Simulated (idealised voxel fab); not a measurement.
This section sets out a process module, namely voxel double patterning.
Section cut is 245 nm wide and gridded with 5 nm square cells.
Cross-section format: a grid of square cells, given as bands from top to bottom; each band is one or more rows of cells. The band entry comprises the height of the band's top followed by the height of its bottom, expressed in nm, and subsequently the band's materials from left to right, each stated together with its width in nm. Where a single material is marked with the word "everywhere", that material fills the band from edge to edge. The word "empty" represents empty space. Basically, 0 is our baseline, since under it the wafer straight out of the box is all one material. The bottom band has no lower end and keeps on going down, so it looks like "0 and below". The notation "30 to 40" denotes a width that varies across the rows of cells in the band, beginning at the first number in the top row, finishing at the second number in the bottom row, and changing by an identical amount from each row to the next. "identical to before" means the step left every cell of the cross-section as it was. "Catalogued sealed voids" contains a list of empty spaces, each no smaller than 8 cells and without an open way to the top, written in the form width x height at distance with the distance from the left edge and all three in nm. Read whatever lies past the settings on a step's line as the simulator's own remark about the step. Steps that use a mask can have "overlay nm" on their line. It says how far the mask sat to the right of where it was meant to be. Negative means to the left.

The process steps that were planned are listed below:
- 1: RECEIVE (material Si)
- 2: CONFORMAL_DEP (material SiO2; thk nm 10)
- 3: DIRECTIONAL_DEP (material W; thk nm 20)
- 4: DIRECTIONAL_DEP (material SiCN; thk nm 10)
- 5: MASKED_ETCH (tone open; mask id FIRST; width nm 15; pitch nm 50; etch materials SiCN; depth nm 10; overlay nm 0)
- 6: MASKED_ETCH (tone open; mask id SECOND; width nm 15; etch materials SiCN; depth nm 10; overlay nm 0)
- 7: DIRECTIONAL_ETCH (etch materials W; depth nm 20)
- 8: STRIP (etch materials SiCN)

Cross-section of the incoming wafer, state after step 1:
- 0 and below = Si everywhere
- Catalogued sealed voids: none

Module complete, cross-section. Starting point and plan per above. One mistake made in running the module:
- 30 down to 10 = 90 nm W | 15 nm empty | 10 nm W | 20 nm empty | 5 nm W | 15 nm empty | 90 nm W
- 10 down to 0 = SiO2 everywhere
- 0 and below = Si everywhere
- Catalogued sealed voids: none
What was the processing mistake? step 6 went in with a setting other than planned; the actual run was MASKED_ETCH (tone open; mask id SECOND; width nm 20; etch materials SiCN; depth nm 10; overlay nm 0)
